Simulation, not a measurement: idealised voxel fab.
Process module, titled voxel tone inversion
The cross-section on display is named cut; it measures 155 nm wide, and its cells are 5 nm squares.
Cross-section, as written here: a square-cell grid given band by band from the top down, where a band holds one or more rows of cells.
Look at the band entry: it leads with the top's height and the bottom's height in nm. Then it lists the materials left to right, with a width in nm for each. The word "throughout" on a single material says that material fills the band edge to edge. The word "air" is empty space.
It should be noted that heights are counted from 0, beneath which the wafer as supplied is of one material throughout, and that the lowest band possesses no lower boundary but continues downward, as written in "0 nm and below".
The two numbers in a width such as "30->40" mark its ends across the band: the first belongs to the top row of cells, the second to the bottom row, and from each row to the next the width moves by the same amount.
Given "all unchanged" for a step, no cell of the cross-section differs between before and after that step.
"Closed empty spaces" lists enclosed empty spaces (at least 8 cells, no open path upward to the top), each as width x height at distance from the left edge, in nm.
It should be noted that, on the line of a given step, the content following the step's settings is a remark produced by the simulator itself with respect to that step.
What "overlay nm" on a step's line means: if the step has a mask, that mask lay this far to the right of its planned place, or, when the value is negative, to the left.

Process steps - plan:
step 1: RECEIVE, material Si
step 2: CONFORMAL_DEP, material SiN, thk nm 5
step 3: DIRECTIONAL_DEP, material polySi, thk nm 25
step 4: PATTERN, tone cover, mask id POSTS, material resist, width nm 15, pitch nm 45, thk nm 30, overlay nm 0
step 5: DIRECTIONAL_ETCH, etch materials polySi, depth nm 25
step 6: STRIP, etch materials resist
step 7: FILL_DEP, material SiO2, thk nm 10
step 8: CMP, height nm 30
step 9: STRIP, etch materials polySi
step 10: CONFORMAL_DEP, material TiN, thk nm 5
step 11: FILL_DEP, material W, thk nm 10
step 12: CMP, height nm 30
step 13: CONFORMAL_DEP, material SiN, thk nm 5

First of two wafers: run as planned:

Received-state cross-section, reflecting completion of step 1:
    0 nm and below | Si throughout
    Closed empty spaces: none

So this is the wafer cross-section right after step 2:
    5 nm to 0 nm | SiN throughout
    Everything under 0 stays put, no change at all.

So this is the wafer cross-section right after step 3:
    30 nm to 5 nm | polySi throughout
    Everything under 5 stays put, no change at all.

So this is the wafer cross-section right after step 4:
    60 nm to 30 nm | air 45, resist 15, air 30, resist 15, air 50
    Everything under 30 stays put, no change at all.

So this is the wafer cross-section right after step 5:
    60 nm to 30 nm | air 45, resist 15, air 30, resist 15, air 50
    30 nm to 5 nm | air 45, polySi 15, air 30, polySi 15, air 50
    Everything under 5 stays put, no change at all.

So this is the wafer cross-section right after step 6:
    30 nm to 5 nm | air 45, polySi 15, air 30, polySi 15, air 50
    Everything under 5 stays put, no change at all.

So this is the wafer cross-section right after step 7:
    40 nm to 30 nm | SiO2 throughout
    30 nm to 5 nm | SiO2 45, polySi 15, SiO2 30, polySi 15, SiO2 50
    Everything under 5 stays put, no change at all.

So this is the wafer cross-section right after step 8:
    30 nm to 5 nm | SiO2 45, polySi 15, SiO2 30, polySi 15, SiO2 50
    Everything under 5 stays put, no change at all.

So this is the wafer cross-section right after step 9:
    30 nm to 5 nm | SiO2 45, air 15, SiO2 30, air 15, SiO2 50
    Everything under 5 stays put, no change at all.

So this is the wafer cross-section right after step 10:
    35 nm to 30 nm | TiN 50, air 5, TiN 40, air 5, TiN 55
    30 nm to 10 nm | SiO2 45, TiN 5, air 5, TiN 5, SiO2 30, TiN 5, air 5, TiN 5, SiO2 50
    10 nm to 5 nm | SiO2 45, TiN 15, SiO2 30, TiN 15, SiO2 50
    Everything under 5 stays put, no change at all.

So this is the wafer cross-section right after step 11:
    45 nm to 35 nm | W throughout
    35 nm to 30 nm | TiN 50, W 5, TiN 40, W 5, TiN 55
    30 nm to 10 nm | SiO2 45, TiN 5, W 5, TiN 5, SiO2 30, TiN 5, W 5, TiN 5, SiO2 50
    Everything under 10 stays put, no change at all.

So this is the wafer cross-section right after step 12:
    30 nm to 10 nm | SiO2 45, TiN 5, W 5, TiN 5, SiO2 30, TiN 5, W 5, TiN 5, SiO2 50
    Everything under 10 stays put, no change at all.

So this is the wafer cross-section right after step 13:
    35 nm to 30 nm | SiN throughout
    Everything under 30 stays put, no change at all.

The second wafer was prepared from the same starting point and under the same plan as the first; its processing contained one mistake, and it remains indistinguishable from the first wafer up to and including step 1:

Second wafer shown in cross-section at the time step 2 was slated to end:
    25 nm to 0 nm | polySi throughout
    Everything under 0 stays put, no change at all.

Second wafer shown in cross-section at the time step 3 was slated to end:
    30 nm to 25 nm | SiN throughout
    Everything under 25 stays put, no change at all.

Second wafer shown in cross-section at the time step 4 was slated to end:
    60 nm to 30 nm | air 45, resist 15, air 30, resist 15, air 50
    Everything under 30 stays put, no change at all.

Second wafer shown in cross-section at the time step 5 was slated to end: all unchanged

Second wafer shown in cross-section at the time step 6 was slated to end:
    30 nm to 25 nm | SiN throughout
    Everything under 25 stays put, no change at all.

Second wafer shown in cross-section at the time step 7 was slated to end:
    40 nm to 30 nm | SiO2 throughout
    Everything under 30 stays put, no change at all.

Second wafer shown in cross-section at the time step 8 was slated to end:
    30 nm to 25 nm | SiN throughout
    Everything under 25 stays put, no change at all.

Second wafer shown in cross-section at the time step 9 was slated to end: all unchanged

Second wafer shown in cross-section at the time step 10 was slated to end:
    35 nm to 30 nm | TiN throughout
    Everything under 30 stays put, no change at all.

Second wafer shown in cross-section at the time step 11 was slated to end:
    45 nm to 35 nm | W throughout
    Everything under 35 stays put, no change at all.

Second wafer shown in cross-section at the time step 12 was slated to end:
    30 nm to 25 nm | SiN throughout
    Everything under 25 stays put, no change at all.

Second wafer shown in cross-section at the time step 13 was slated to end:
    35 nm to 25 nm | SiN throughout
    Everything under 25 stays put, no change at all.
What broke from the plan during processing? steps 2 and 3 swapped
Counted in cells at the end, the second wafer holds more or fewer of these materials than the first: -125 SiO2; -22 TiN; -8 W; +155 polySi
